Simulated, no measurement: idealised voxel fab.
Herein follows the process module entitled voxel wiring stack.
The cross-section on display is named cut; it measures 240 nm wide, and its cells are 5 nm squares.
A cross-section is written here as square cells arranged in a grid, and it is given in bands from the top down, each band taking up one or more rows of cells.
Band entry format. Leading values: height of top, height of bottom, nm. Remainder: materials in left-to-right order, each with its width in nm. Special words: "all across" on a single material, which then fills the band edge to edge; "air", empty space.
Counting heights begins at 0, where everything beneath is, in the wafer as received, one material. The lowest band has no bottom; it goes on downwards, as "0 nm and below" shows.
Width: "30..40" (first number = top row, second number = bottom row, same change from row to row of cells).
"identical to before", as given for a step, is the statement that not any cell of the cross-section underwent a change during that step.
Closed empty spaces (no open way to the top) of 8 cells or more are what "Unvented cavities" lists, each as width x height at distance from the left edge, nm for all three.
Step line, after settings: the simulator's comment on this step.
The optional step-line setting "overlay nm" applies to steps with a mask and quantifies how far to the right of its planned location the mask lay, a negative value indicating leftward placement.

These are the steps we planned for the process
- 1: RECEIVE, material Si
- 2: CONFORMAL_DEP, material SiO2, thk nm 10
- 3: DIRECTIONAL_DEP, material TiN, thk nm 5
- 4: DIRECTIONAL_DEP, material Ru, thk nm 25
- 5: MASKED_ETCH, tone cover, mask id METAL_1, width nm 20, pitch nm 50, etch materials Ru, depth nm 25, overlay nm 0
- 6: MASKED_ETCH, tone cover, mask id METAL_1, width nm 20, pitch nm 50, etch materials TiN, depth nm 5, overlay nm 0
- 7: CONFORMAL_DEP, material SiCN, thk nm 5
- 8: FILL_DEP, material lowk, thk nm 10
- 9: CMP, height nm 40
- 10: CONFORMAL_DEP, material SiCN, thk nm 5
- 11: DIRECTIONAL_DEP, material lowk, thk nm 15
- 12: DIRECTIONAL_DEP, material aC, thk nm 15
- 13: PATTERN, tone open, mask id PLUG_1, material resist, width nm 15, pitch nm 50, thk nm 30, overlay nm 0
- 14: DIRECTIONAL_ETCH, etch materials aC, depth nm 15
- 15: STRIP, etch materials resist
- 16: DIRECTIONAL_ETCH, etch materials lowk, depth nm 15
- 17: DIRECTIONAL_ETCH, etch materials SiCN, depth nm 5
- 18: STRIP, etch materials aC
- 19: EPI, material Ru, thk nm 10
- 20: EPI, material Ru, thk nm 10
- 21: CONFORMAL_DEP, material SiN, thk nm 5
- 22: DIRECTIONAL_DEP, material SiO2, thk nm 25
- 23: PATTERN, tone open, mask id METAL_2, material resist, width nm 20, pitch nm 50, thk nm 15, overlay nm 0
- 24: DIRECTIONAL_ETCH, etch materials SiO2, depth nm 25
- 25: DIRECTIONAL_ETCH, etch materials SiN, depth nm 5
- 26: STRIP, etch materials resist
- 27: CONFORMAL_DEP, material TiN, thk nm 5
- 28: FILL_DEP, material Ru, thk nm 10
- 29: CMP, height nm 90
- 30: CONFORMAL_DEP, material SiCN, thk nm 5
- 31: DIRECTIONAL_DEP, material lowk, thk nm 30
- 32: MASKED_ETCH, tone open, mask id METAL_3, width nm 20, pitch nm 50, etch materials lowk, depth nm 15, overlay nm 0
- 33: PATTERN, tone open, mask id METAL_3_HOLES, material resist, width nm 15, pitch nm 100, thk nm 20, overlay nm 0
- 34: DIRECTIONAL_ETCH, etch materials lowk, depth nm 15
- 35: DIRECTIONAL_ETCH, etch materials SiCN, depth nm 5
- 36: STRIP, etch materials resist
- 37: CONFORMAL_DEP, material TiN, thk nm 5
- 38: FILL_DEP, material Ru, thk nm 10
- 39: CMP, height nm 125
- 40: CONFORMAL_DEP, material SiCN, thk nm 5
- 41: DIRECTIONAL_DEP, material SiO2, thk nm 30
- 42: DIRECTIONAL_DEP, material aC, thk nm 10
- 43: PATTERN, tone open, mask id METAL_4, material resist, width nm 20, pitch nm 50, thk nm 30, overlay nm 0
- 44: DIRECTIONAL_ETCH, etch materials aC, depth nm 10
- 45: STRIP, etch materials resist
- 46: DIRECTIONAL_ETCH, etch materials SiO2, depth nm 15
- 47: STRIP, etch materials aC
- 48: MASKED_ETCH, tone open, mask id METAL_4_HOLES, width nm 15, pitch nm 100, etch materials SiO2, depth nm 15, overlay nm 0
- 49: MASKED_ETCH, tone open, mask id METAL_4_HOLES, width nm 15, pitch nm 100, etch materials SiCN, depth nm 5, overlay nm 0
- 50: CONFORMAL_DEP, material TiN, thk nm 5
- 51: FILL_DEP, material Cu, thk nm 5
- 52: CMP, height nm 160
- 53: CONFORMAL_DEP, material SiCN, thk nm 5

Wafer at receipt (post step 1), cross-section
* 0 nm and below = Si all across
* Unvented cavities: none

End-of-module cross-section. Starting structure and process plan as above; one mistake made in running it
* 165 nm to 160 nm = SiCN all across
* 160 nm to 150 nm = 50 SiO2; 5 TiN; 15 Cu; 5 TiN; 25 SiO2; 5 TiN; 10 Cu; 5 TiN; 30 SiO2; 5 TiN; 15 Cu; 5 TiN; 65 SiO2
* 150 nm to 145 nm = 50 SiO2; 25 TiN; 25 SiO2; 20 TiN; 30 SiO2; 25 TiN; 65 SiO2
* 145 nm to 130 nm = 60 SiO2; 10 TiN; 90 SiO2; 10 TiN; 70 SiO2
* 130 nm to 125 nm = 60 SiCN; 10 TiN; 90 SiCN; 10 TiN; 70 SiCN
* 125 nm to 115 nm = 60 lowk; 5 TiN; 10 Ru; 5 TiN; 30 lowk; 5 TiN; 10 Ru; 5 TiN; 30 lowk; 5 TiN; 10 Ru; 5 TiN; 60 lowk
* 115 nm to 110 nm = 60 lowk; 5 TiN; 5 Ru; 10 TiN; 30 lowk; 20 TiN; 30 lowk; 5 TiN; 5 Ru; 10 TiN; 60 lowk
* 110 nm to 95 nm = 60 lowk; 5 TiN; 5 Ru; 5 TiN; 85 lowk; 5 TiN; 5 Ru; 5 TiN; 65 lowk
* 95 nm to 90 nm = 60 SiCN; 15 TiN; 85 SiCN; 15 TiN; 65 SiCN
* 90 nm to 65 nm = 60 SiO2; 5 TiN; 10 Ru; 5 TiN; 30 SiO2; 5 TiN; 10 Ru; 5 TiN; 30 SiO2; 5 TiN; 10 Ru; 5 TiN; 60 SiO2
* 65 nm to 60 nm = 60 SiN; 20 TiN; 30 SiN; 20 TiN; 30 SiN; 20 TiN; 60 SiN
* 60 nm to 45 nm = 60 lowk; 15 Ru; 35 lowk; 15 Ru; 35 lowk; 15 Ru; 65 lowk
* 45 nm to 40 nm = 60 SiCN; 15 Ru; 35 SiCN; 15 Ru; 35 SiCN; 15 Ru; 65 SiCN
* 40 nm to 15 nm = 55 lowk; 5 SiCN; 20 Ru; 5 SiCN; 20 lowk; 5 SiCN; 20 Ru; 5 SiCN; 20 lowk; 5 SiCN; 20 Ru; 5 SiCN; 55 lowk
* 15 nm to 10 nm = 60 SiCN; 20 TiN; 30 SiCN; 20 TiN; 30 SiCN; 20 TiN; 60 SiCN
* 10 nm to 0 nm = SiO2 all across
* 0 nm and below = Si all across
* Unvented cavities: none
Processing error: step 43 was not run as planned; what actually ran was PATTERN, tone open, mask id METAL_4, material resist, width nm 20, pitch nm 50, thk nm 30, overlay nm -10
